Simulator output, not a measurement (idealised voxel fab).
Process module name: voxel self aligned contacts
This is section cut - it's 170 nm across, gridded in 5 nm square cells.
Just so we're on the same page, the cross-sections are grids of square cells, and they're listed out in bands top to bottom, each band one or more rows deep.
Band entry format. Leading values: height of top, height of bottom, nm. Remainder: materials in left-to-right order, each with its width in nm. Special words: "full width" on a single material, which then fills the band edge to edge; "empty", empty space.
Height is counted from the level 0, under which the received wafer is composed throughout of one material. The lowest of the bands is not closed at the bottom but continues downward, in the notation "0 nm and below".
Think of "30->40" as a width that walks from the first number to the second as you go down the band, top row to bottom row, taking equal-sized steps from row to row.
Reading "no change" for a step: not a cell of the cross-section changed in it.
The list in "Tabulated closed voids" covers empty spaces of 8 cells or more that cannot reach the top through any open way, and it gives each as width x height at distance; the distance is from the left edge, and width, height and distance are in nm.
On each step's line, the part that comes after the settings is the simulator's own comment on the step.
The line of a step may include "overlay nm". On a step with a mask, this value is how far to the right of its planned place the mask lay. A negative value means the mask lay to the left.
# The planned process steps are enumerated hereunder
step 1: RECEIVE: material Si
step 2: OXIDIZE: depth nm 5
step 3: DIRECTIONAL_DEP: material polySi, thk nm 30
step 4: DIRECTIONAL_DEP: material SiN, thk nm 20
step 5: DIRECTIONAL_DEP: material aC, thk nm 15
step 6: PATTERN: tone cover, mask id GATE, material resist, width nm 35, pitch nm 60, thk nm 35, overlay nm 0
step 7: DIRECTIONAL_ETCH: etch materials aC, depth nm 15
step 8: STRIP: etch materials resist
step 9: DIRECTIONAL_ETCH: etch materials SiN, depth nm 20
step 10: DIRECTIONAL_ETCH: etch materials polySi, depth nm 30
step 11: STRIP: etch materials aC
step 12: CONFORMAL_DEP: material SiN, thk nm 5
step 13: DIRECTIONAL_ETCH: etch materials SiN, depth nm 5
step 14: FILL_DEP: material SiO2, thk nm 10
step 15: CMP: height nm 45
step 16: MASKED_ETCH: tone open, mask id CONTACT, width nm 45, etch materials SiO2, depth nm 60, overlay nm 0
step 17: CONFORMAL_DEP: material TiN, thk nm 5
step 18: FILL_DEP: material W, thk nm 10
step 19: CMP: height nm 55
step 20: CONFORMAL_DEP: material SiN, thk nm 5
Don't read the plan's height nm for step 15 as applying to every wafer: that's the first wafer's value, and the wafers differ in it, though they all start identical.
# The first of several wafers as received, shown in cross-section; this is its state after step 1
  0 nm and below: Si full width
  Tabulated closed voids: none
# Last step of the module is step 20; after it, the first of several wafers in cross-section
  60 nm to 55 nm: SiN full width
  55 nm to 50 nm: W full width
  50 nm to 45 nm: 80 nm TiN  5 nm W  85 nm TiN
  45 nm to 30 nm: 30 nm SiO2  45 nm SiN  5 nm TiN  5 nm W  5 nm TiN  45 nm SiN  35 nm SiO2
  30 nm to 0 nm: 30 nm SiO2  5 nm SiN  35 nm polySi  5 nm SiN  5 nm TiN  5 nm W  5 nm TiN  5 nm SiN  35 nm polySi  5 nm SiN  35 nm SiO2
  0 nm to -5 nm: 75 nm SiO2  15 nm TiN  80 nm SiO2
  -5 nm and below: Si full width
  Tabulated closed voids: none
# A cross-section through the last wafer at the close of the module
  60 nm to 55 nm: SiN full width
  55 nm to 50 nm: 60 nm SiO2  20 nm TiN  5 nm W  20 nm TiN  65 nm SiO2
  50 nm to 30 nm: 30 nm SiO2  45 nm SiN  5 nm TiN  5 nm W  5 nm TiN  45 nm SiN  35 nm SiO2
  30 nm to 5 nm: 30 nm SiO2  5 nm SiN  35 nm polySi  5 nm SiN  5 nm TiN  5 nm W  5 nm TiN  5 nm SiN  35 nm polySi  5 nm SiN  35 nm SiO2
  5 nm to 0 nm: 30 nm SiO2  5 nm SiN  35 nm polySi  5 nm SiN  15 nm TiN  5 nm SiN  35 nm polySi  5 nm SiN  35 nm SiO2
  0 nm to -5 nm: SiO2 full width
  -5 nm and below: Si full width
  Tabulated closed voids: none
# Gained (+) or lost (-) cells of each material since receipt, then closed voids: one row per wafer, at the end of the module
height nm 45; -34 Si; +112 SiN; +148 SiO2; +54 TiN; +44 W; +84 polySi; Tabulated closed voids: none
height nm 50; -34 Si; +130 SiN; +161 SiO2; +56 TiN; +11 W; +84 polySi; Tabulated closed voids: none
height nm 55; -34 Si; +130 SiN; +186 SiO2; +31 TiN; +11 W; +84 polySi; Tabulated closed voids: none
height nm 60; -34 Si; +130 SiN; +189 SiO2; +29 TiN; +10 W; +84 polySi; Tabulated closed voids: none
